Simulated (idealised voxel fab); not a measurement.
process module | voxel self aligned contacts
cross-section cut | 230 nm wide | cells 5 nm
A cross-section is a grid of square cells, given in bands from the top down. A band is one or more rows of cells.
Each band's line starts with the height of the band's top and of its bottom, in nm. Then come its materials from left to right, each with its width in nm. One material with "throughout" fills the band from edge to edge. "air" is empty space.
Height 0 is the level under which the wafer as received is all one material. The lowest band goes on downwards, as in "0 down".
A width such as "30 to 40" changes by the same amount from each row of cells to the next, from the band's top row to its bottom row.
"no change" after a step means that no cell of the cross-section changed.
closed voids: empty space of 8 cells or more with no open way to the top, each as width x height at its distance from the left edge, in nm
after a step's settings: what the simulator itself notes on the step
overlay nm, on a step with a mask: how far to the right of its planned place the mask lay; to the left if negative
plan
1 op RECEIVE | material Si
2 op OXIDIZE | depth nm 5
3 op DIRECTIONAL_DEP | material polySi | thk nm 30
4 op DIRECTIONAL_DEP | material SiN | thk nm 20
5 op DIRECTIONAL_DEP | material aC | thk nm 10
6 op PATTERN | tone cover | mask id GATE | material resist | width nm 30 | pitch nm 60 | thk nm 25 | overlay nm 0
7 op DIRECTIONAL_ETCH | etch materials aC | depth nm 10
8 op STRIP | etch materials resist
9 op DIRECTIONAL_ETCH | etch materials SiN | depth nm 20
10 op DIRECTIONAL_ETCH | etch materials polySi | depth nm 30
11 op STRIP | etch materials aC
12 op CONFORMAL_DEP | material SiN | thk nm 5
13 op DIRECTIONAL_ETCH | etch materials SiN | depth nm 5
14 op FILL_DEP | material SiO2 | thk nm 15
15 op CMP | height nm 60
16 op MASKED_ETCH | tone open | mask id CONTACT | width nm 40 | pitch nm 60 | etch materials SiO2 | depth nm 65 | overlay nm 0
17 op CONFORMAL_DEP | material TiN | thk nm 5
18 op FILL_DEP | material W | thk nm 10
19 op CMP | height nm 60
20 op CONFORMAL_DEP | material SiN | thk nm 5
first wafer, as planned
as received, after step 1
  0 down: Si throughout
  closed voids: none
after step 2
  0 to -5: SiO2 throughout
  below -5: unchanged
after step 3
  30 to 0: polySi throughout
  below 0: unchanged
after step 4
  50 to 30: SiN throughout
  below 30: unchanged
after step 5
  60 to 50: aC throughout
  below 50: unchanged
after step 6
  85 to 60: air 40 | resist 30 | air 30 | resist 30 | air 30 | resist 30 | air 40
  below 60: unchanged
after step 7
  75 to 60: air 40 | resist 30 | air 30 | resist 30 | air 30 | resist 30 | air 40
  60 to 50: air 40 | aC 30 | air 30 | aC 30 | air 30 | aC 30 | air 40
  below 50: unchanged
after step 8
  60 to 50: air 40 | aC 30 | air 30 | aC 30 | air 30 | aC 30 | air 40
  below 50: unchanged
after step 9
  60 to 50: air 40 | aC 30 | air 30 | aC 30 | air 30 | aC 30 | air 40
  50 to 30: air 40 | SiN 30 | air 30 | SiN 30 | air 30 | SiN 30 | air 40
  below 30: unchanged
after step 10
  60 to 50: air 40 | aC 30 | air 30 | aC 30 | air 30 | aC 30 | air 40
  50 to 30: air 40 | SiN 30 | air 30 | SiN 30 | air 30 | SiN 30 | air 40
  30 to 0: air 40 | polySi 30 | air 30 | polySi 30 | air 30 | polySi 30 | air 40
  below 0: unchanged
after step 11
  50 to 30: air 40 | SiN 30 | air 30 | SiN 30 | air 30 | SiN 30 | air 40
  below 30: unchanged
after step 12
  55 to 30: air 35 | SiN 40 | air 20 | SiN 40 | air 20 | SiN 40 | air 35
  30 to 5: air 35 | SiN 5 | polySi 30 | SiN 5 | air 20 | SiN 5 | polySi 30 | SiN 5 | air 20 | SiN 5 | polySi 30 | SiN 5 | air 35
  5 to 0: SiN 40 | polySi 30 | SiN 30 | polySi 30 | SiN 30 | polySi 30 | SiN 40
  below 0: unchanged
after step 13
  50 to 30: air 35 | SiN 40 | air 20 | SiN 40 | air 20 | SiN 40 | air 35
  30 to 0: air 35 | SiN 5 | polySi 30 | SiN 5 | air 20 | SiN 5 | polySi 30 | SiN 5 | air 20 | SiN 5 | polySi 30 | SiN 5 | air 35
  below 0: unchanged
after step 14
  65 to 50: SiO2 throughout
  50 to 30: SiO2 35 | SiN 40 | SiO2 20 | SiN 40 | SiO2 20 | SiN 40 | SiO2 35
  30 to 0: SiO2 35 | SiN 5 | polySi 30 | SiN 5 | SiO2 20 | SiN 5 | polySi 30 | SiN 5 | SiO2 20 | SiN 5 | polySi 30 | SiN 5 | SiO2 35
  below 0: unchanged
after step 15
  60 to 50: SiO2 throughout
  below 50: unchanged
after step 16
  60 to 50: SiO2 65 | air 40 | SiO2 20 | air 40 | SiO2 65
  50 to 30: SiO2 35 | SiN 40 | air 20 | SiN 40 | air 20 | SiN 40 | SiO2 35
  30 to 0: SiO2 35 | SiN 5 | polySi 30 | SiN 5 | air 20 | SiN 5 | polySi 30 | SiN 5 | air 20 | SiN 5 | polySi 30 | SiN 5 | SiO2 35
  0 to -5: SiO2 75 | air 20 | SiO2 40 | air 20 | SiO2 75
  below -5: unchanged
after step 17
  65 to 60: TiN 70 | air 30 | TiN 30 | air 30 | TiN 70
  60 to 50: SiO2 65 | TiN 5 to 15 | air 30 to 10 | TiN 5 to 15 | SiO2 20 | TiN 5 to 15 | air 30 to 10 | TiN 5 to 15 | SiO2 65
  50 to 30: SiO2 35 | SiN 40 | TiN 5 | air 10 | TiN 5 | SiN 40 | TiN 5 | air 10 | TiN 5 | SiN 40 | SiO2 35
  30 to 0: SiO2 35 | SiN 5 | polySi 30 | SiN 5 | TiN 5 | air 10 | TiN 5 | SiN 5 | polySi 30 | SiN 5 | TiN 5 | air 10 | TiN 5 | SiN 5 | polySi 30 | SiN 5 | SiO2 35
  0 to -5: SiO2 75 | TiN 20 | SiO2 40 | TiN 20 | SiO2 75
  below -5: unchanged
after step 18
  75 to 65: W throughout
  65 to 60: TiN 70 | W 30 | TiN 30 | W 30 | TiN 70
  60 to 50: SiO2 65 | TiN 5 to 15 | W 30 to 10 | TiN 5 to 15 | SiO2 20 | TiN 5 to 15 | W 30 to 10 | TiN 5 to 15 | SiO2 65
  50 to 30: SiO2 35 | SiN 40 | TiN 5 | W 10 | TiN 5 | SiN 40 | TiN 5 | W 10 | TiN 5 | SiN 40 | SiO2 35
  30 to 0: SiO2 35 | SiN 5 | polySi 30 | SiN 5 | TiN 5 | W 10 | TiN 5 | SiN 5 | polySi 30 | SiN 5 | TiN 5 | W 10 | TiN 5 | SiN 5 | polySi 30 | SiN 5 | SiO2 35
  below 0: unchanged
after step 19
  60 to 50: SiO2 65 | TiN 5 to 15 | W 30 to 10 | TiN 5 to 15 | SiO2 20 | TiN 5 to 15 | W 30 to 10 | TiN 5 to 15 | SiO2 65
  below 50: unchanged
after step 20
  65 to 60: SiN throughout
  below 60: unchanged
second wafer: like start, like plan, one mistake. Through step 2 it matches the first wafer
when step 3 should have ended
  20 to 0: SiN throughout
  below 0: unchanged
when step 4 should have ended
  50 to 20: polySi throughout
  below 20: unchanged
when step 5 should have ended
  60 to 50: aC throughout
  below 50: unchanged
when step 6 should have ended
  85 to 60: air 40 | resist 30 | air 30 | resist 30 | air 30 | resist 30 | air 40
  below 60: unchanged
when step 7 should have ended
  75 to 60: air 40 | resist 30 | air 30 | resist 30 | air 30 | resist 30 | air 40
  60 to 50: air 40 | aC 30 | air 30 | aC 30 | air 30 | aC 30 | air 40
  below 50: unchanged
when step 8 should have ended
  60 to 50: air 40 | aC 30 | air 30 | aC 30 | air 30 | aC 30 | air 40
  below 50: unchanged
when step 9 should have ended: no change
when step 10 should have ended
  60 to 50: air 40 | aC 30 | air 30 | aC 30 | air 30 | aC 30 | air 40
  50 to 20: air 40 | polySi 30 | air 30 | polySi 30 | air 30 | polySi 30 | air 40
  below 20: unchanged
when step 11 should have ended
  50 to 20: air 40 | polySi 30 | air 30 | polySi 30 | air 30 | polySi 30 | air 40
  below 20: unchanged
when step 12 should have ended
  55 to 50: air 35 | SiN 40 | air 20 | SiN 40 | air 20 | SiN 40 | air 35
  50 to 25: air 35 | SiN 5 | polySi 30 | SiN 5 | air 20 | SiN 5 | polySi 30 | SiN 5 | air 20 | SiN 5 | polySi 30 | SiN 5 | air 35
  25 to 20: SiN 40 | polySi 30 | SiN 30 | polySi 30 | SiN 30 | polySi 30 | SiN 40
  below 20: unchanged
when step 13 should have ended
  50 to 20: air 35 | SiN 5 | polySi 30 | SiN 5 | air 20 | SiN 5 | polySi 30 | SiN 5 | air 20 | SiN 5 | polySi 30 | SiN 5 | air 35
  below 20: unchanged
when step 14 should have ended
  65 to 50: SiO2 throughout
  50 to 20: SiO2 35 | SiN 5 | polySi 30 | SiN 5 | SiO2 20 | SiN 5 | polySi 30 | SiN 5 | SiO2 20 | SiN 5 | polySi 30 | SiN 5 | SiO2 35
  below 20: unchanged
when step 15 should have ended
  60 to 50: SiO2 throughout
  below 50: unchanged
when step 16 should have ended
  60 to 50: SiO2 65 | air 40 | SiO2 20 | air 40 | SiO2 65
  50 to 20: SiO2 35 | SiN 5 | polySi 30 | SiN 5 | air 20 | SiN 5 | polySi 30 | SiN 5 | air 20 | SiN 5 | polySi 30 | SiN 5 | SiO2 35
  below 20: unchanged
when step 17 should have ended
  65 to 60: TiN 70 | air 30 | TiN 30 | air 30 | TiN 70
  60 to 50: SiO2 65 | TiN 5 to 15 | air 30 to 10 | TiN 5 to 15 | SiO2 20 | TiN 5 to 15 | air 30 to 10 | TiN 5 to 15 | SiO2 65
  50 to 25: SiO2 35 | SiN 5 | polySi 30 | SiN 5 | TiN 5 | air 10 | TiN 5 | SiN 5 | polySi 30 | SiN 5 | TiN 5 | air 10 | TiN 5 | SiN 5 | polySi 30 | SiN 5 | SiO2 35
  25 to 20: SiO2 35 | SiN 5 | polySi 30 | SiN 5 | TiN 20 | SiN 5 | polySi 30 | SiN 5 | TiN 20 | SiN 5 | polySi 30 | SiN 5 | SiO2 35
  below 20: unchanged
when step 18 should have ended
  75 to 65: W throughout
  65 to 60: TiN 70 | W 30 | TiN 30 | W 30 | TiN 70
  60 to 50: SiO2 65 | TiN 5 to 15 | W 30 to 10 | TiN 5 to 15 | SiO2 20 | TiN 5 to 15 | W 30 to 10 | TiN 5 to 15 | SiO2 65
  50 to 25: SiO2 35 | SiN 5 | polySi 30 | SiN 5 | TiN 5 | W 10 | TiN 5 | SiN 5 | polySi 30 | SiN 5 | TiN 5 | W 10 | TiN 5 | SiN 5 | polySi 30 | SiN 5 | SiO2 35
  below 25: unchanged
when step 19 should have ended
  60 to 50: SiO2 65 | TiN 5 to 15 | W 30 to 10 | TiN 5 to 15 | SiO2 20 | TiN 5 to 15 | W 30 to 10 | TiN 5 to 15 | SiO2 65
  below 50: unchanged
when step 20 should have ended
  65 to 60: SiN throughout
  below 60: unchanged
what went wrong: steps 3 and 4 were swapped
at the end the second wafer has, in cells: 88 more of SiN | 48 fewer of SiO2 | 20 fewer of TiN | 20 fewer of W
